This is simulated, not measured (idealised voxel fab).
process module | voxel released beams
cross-section cut | 165 nm wide | cells 5 nm
A cross-section is a grid of square cells, given in bands from the top down. A band is one or more rows of cells.
Each band's line starts with the height of the band's top and of its bottom, in nm. Then come its materials from left to right, each with its width in nm. One material with "throughout" fills the band from edge to edge. "air" is empty space.
Height 0 is the level under which the wafer as received is all one material. The lowest band goes on downwards, as in "0 down".
A width such as "30 to 40" changes by the same amount from each row of cells to the next, from the band's top row to its bottom row.
"no change" after a step means that no cell of the cross-section changed.
closed voids: empty space of 8 cells or more with no open way to the top, each as width x height at its distance from the left edge, in nm
after a step's settings: what the simulator itself notes on the step
overlay nm, on a step with a mask: how far to the right of its planned place the mask lay; to the left if negative
plan
1 op RECEIVE | material Si
2 op CONFORMAL_DEP | material SiN | thk nm 10
3 op DIRECTIONAL_DEP | material SiO2 | thk nm 15
4 op PATTERN | tone open | mask id ANCHOR | material resist | width nm 40 | thk nm 15 | overlay nm 0
5 op DIRECTIONAL_ETCH | etch materials SiO2 | depth nm 15
6 op STRIP | etch materials resist
7 op CONFORMAL_DEP | material W | thk nm 15
8 op DIRECTIONAL_DEP | material aC | thk nm 10
9 op PATTERN | tone cover | mask id BEAM | material resist | width nm 110 | thk nm 30 | overlay nm 0
10 op DIRECTIONAL_ETCH | etch materials aC | depth nm 10
11 op STRIP | etch materials resist
12 op DIRECTIONAL_ETCH | etch materials W | depth nm 15
13 op STRIP | etch materials aC
14 op STRIP | etch materials SiO2
as received, after step 1
  0 down: Si throughout
  closed voids: none
a wafer at the end: this start, this plan, one mistake
  35 to 25: W 45 | air 10 | W 110
  25 to 20: SiO2 30 | W 15 | air 10 | W 15 | SiO2 95
  20 to 10: SiO2 30 | W 40 | SiO2 95
  10 to 0: SiN throughout
  0 down: Si throughout
  closed voids: none
what went wrong: step 8 ran as: op DIRECTIONAL_DEP | material W | thk nm 10
